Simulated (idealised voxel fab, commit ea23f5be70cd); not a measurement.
process module | voxel double patterning
cross-section cut | 260 nm wide | cells 5 nm
A cross-section is a grid of square cells, given in bands from the top down. A band is one or more rows of cells.
Each band's line starts with the height of the band's top and of its bottom, in nm. Then come its materials from left to right, each with its width in nm. One material with "throughout" fills the band from edge to edge. "air" is empty space.
Height 0 is the level under which the wafer as received is all one material. The lowest band goes on downwards, as in "0 down".
A width such as "30 to 40" changes by the same amount from each row of cells to the next, from the band's top row to its bottom row.
"no change" after a step means that no cell of the cross-section changed.
closed voids: empty space of 8 cells or more with no open way to the top, each as width x height at its distance from the left edge, in nm
after a step's settings: what the simulator itself notes on the step
overlay nm, on a step with a mask: how far to the right of its planned place the mask lay; to the left if negative
plan
1 op RECEIVE | material Si
2 op CONFORMAL_DEP | material SiO2 | thk nm 5
3 op DIRECTIONAL_DEP | material TiN | thk nm 20
4 op DIRECTIONAL_DEP | material SiCN | thk nm 10
5 op DIRECTIONAL_DEP | material aC | thk nm 15
6 op PATTERN | tone open | mask id FIRST | material resist | width nm 15 | pitch nm 50 | thk nm 30 | overlay nm 0
7 op DIRECTIONAL_ETCH | etch materials aC | depth nm 15
8 op STRIP | etch materials resist
9 op DIRECTIONAL_ETCH | etch materials SiCN | depth nm 10
10 op STRIP | etch materials aC
11 op MASKED_ETCH | tone open | mask id SECOND | width nm 15 | etch materials SiCN | depth nm 10 | overlay nm 0
12 op DIRECTIONAL_ETCH | etch materials TiN | depth nm 20
13 op STRIP | etch materials SiCN
as received, after step 1
  0 down: Si throughout
  closed voids: none
a wafer at the end: this start, this plan, one mistake
  25 to 20: SiO2 throughout
  20 to 0: TiN throughout
  0 down: Si throughout
  closed voids: none
what went wrong: steps 2 and 3 were swapped
